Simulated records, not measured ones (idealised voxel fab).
Name of the process module below: voxel released beams
For reference, the cross-section in this document is cut, with width 160 nm and square cells of 5 nm.
Reading order for cross-sections: top band down to bottom band. Underlying form: a grid of square cells. Band size: one or more rows of cells. The entry gives the band's vertical extent as a top height and a bottom height in nm, then its horizontal make-up as materials from left to right, each with a width in nm. "empty" stands for empty space; a single material marked "everywhere" fills the band edge to edge. Height is counted from the level 0, under which the received wafer is composed throughout of one material. The lowest of the bands is not closed at the bottom but continues downward, in the notation "from 0 down". Note: "30..40" means the width goes from the first number (top row of the band) to the second number (bottom row) in equal steps per row of cells. Step marked "same as before"? Then no cell in the cross-section changed in it. Under "Unvented internal voids" you'll find the enclosed gaps, the ones with no way out to the top, that are 8 cells or bigger; each reads width x height at distance, with distance counted from the left edge, everything in nm. If you see something after the settings on a step's line, that's the simulator's own remark about that step. If you see "overlay nm" on a step's line and that step has a mask, it's telling you how far right of where it was planned the mask ended up; a negative number means it went left instead.

**Set out below are the planned steps of the process**
1: RECEIVE (material Si)
2: CONFORMAL_DEP (material SiN; thk nm 5)
3: DIRECTIONAL_DEP (material SiO2; thk nm 20)
4: MASKED_ETCH (tone open; mask id ANCHOR; width nm 45; etch materials SiO2; depth nm 20; overlay nm -10)
5: CONFORMAL_DEP (material polySi; thk nm 15)
6: MASKED_ETCH (tone cover; mask id BEAM; width nm 115; etch materials polySi; depth nm 15; overlay nm 0)
7: STRIP (etch materials SiO2)
Be aware that, although all wafers share a common starting state, the overlay nm at step 4 differs among them, and the plan displays the first wafer's value.

**The first of several wafers, as received after step 1, seen in section**
	from 0 down | Si everywhere
	Unvented internal voids: none

**Below: a row per wafer. Contents at end of module: for every material, cells gained since receipt (+) or lost since receipt (-); then closed voids**
overlay nm -10; +32 SiN; +93 polySi; Unvented internal voids: none
overlay nm -5; +32 SiN; +93 polySi; Unvented internal voids: none
overlay nm 0; +32 SiN; +93 polySi; Unvented internal voids: none
overlay nm 5; +32 SiN; +93 polySi; Unvented internal voids: none
overlay nm 10; +32 SiN; +93 polySi; Unvented internal voids: none
overlay nm 15; +32 SiN; +93 polySi; Unvented internal voids: none
